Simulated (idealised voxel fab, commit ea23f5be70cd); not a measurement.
process module | voxel gate over fins
cross-section cut | 240 nm wide | cells 5 nm
A cross-section is a grid of square cells, given in bands from the top down. A band is one or more rows of cells.
Each band's line starts with the height of the band's top and of its bottom, in nm. Then come its materials from left to right, each with its width in nm. One material with "throughout" fills the band from edge to edge. "air" is empty space.
Height 0 is the level under which the wafer as received is all one material. The lowest band goes on downwards, as in "0 down".
A width such as "30 to 40" changes by the same amount from each row of cells to the next, from the band's top row to its bottom row.
"no change" after a step means that no cell of the cross-section changed.
closed voids: empty space of 8 cells or more with no open way to the top, each as width x height at its distance from the left edge, in nm
after a step's settings: what the simulator itself notes on the step
overlay nm, on a step with a mask: how far to the right of its planned place the mask lay; to the left if negative
plan
1 op RECEIVE | material Si
2 op CONFORMAL_DEP | material SiN | thk nm 10
3 op MASKED_ETCH | tone cover | mask id FINS | width nm 15 | pitch nm 50 | etch materials SiN | depth nm 10 | overlay nm -15
4 op MASKED_ETCH | tone cover | mask id FINS | width nm 15 | pitch nm 50 | etch materials Si | depth nm 40 | overlay nm 0
5 op FILL_DEP | material SiO2 | thk nm 5
6 op CMP | height nm 10
7 op MASKED_ETCH | tone open | mask id RAIL | width nm 15 | etch materials SiO2 | depth nm 45 | overlay nm 0
8 op CONFORMAL_DEP | material TiN | thk nm 5
9 op FILL_DEP | material Ru | thk nm 5
10 op CMP | height nm 10
11 op SELECTIVE_ETCH | etch materials W Ru TiN | depth nm 30
12 op FILL_DEP | material SiO2 | thk nm 5
13 op CMP | height nm 10
14 op SELECTIVE_ETCH | etch materials SiO2 | depth nm 20
15 op STRIP | etch materials SiN
16 op CONFORMAL_DEP | material HfO2 | thk nm 5
17 op CONFORMAL_DEP | material TiN | thk nm 5
18 op FILL_DEP | material W | thk nm 15
19 op CMP | height nm 20
20 op CONFORMAL_DEP | material SiN | thk nm 10
varied across the wafers: overlay nm of step 3. The plan shows the first wafer's value. All wafers start alike
first wafer as received, after step 1
  0 down: Si throughout
  closed voids: none
each wafer at the end: cells of each material gained (+) or lost (-) since it was received, then its closed voids
overlay nm -15 | +60 HfO2 | -240 Si | +96 SiN | +174 SiO2 | +66 TiN | +132 W | closed voids: none
overlay nm -10 | +60 HfO2 | +2 Ru | -264 Si | +96 SiN | +189 SiO2 | +67 TiN | +138 W | closed voids: none
overlay nm -5 | +60 HfO2 | +2 Ru | -288 Si | +96 SiN | +207 SiO2 | +67 TiN | +144 W | closed voids: none
overlay nm 0 | +60 HfO2 | +2 Ru | -312 Si | +96 SiN | +225 SiO2 | +67 TiN | +150 W | closed voids: none
overlay nm 5 | +60 HfO2 | +2 Ru | -288 Si | +96 SiN | +207 SiO2 | +67 TiN | +144 W | closed voids: none
overlay nm 10 | +60 HfO2 | +2 Ru | -264 Si | +96 SiN | +189 SiO2 | +67 TiN | +138 W | closed voids: none
overlay nm 15 | +60 HfO2 | -240 Si | +96 SiN | +174 SiO2 | +66 TiN | +132 W | closed voids: none
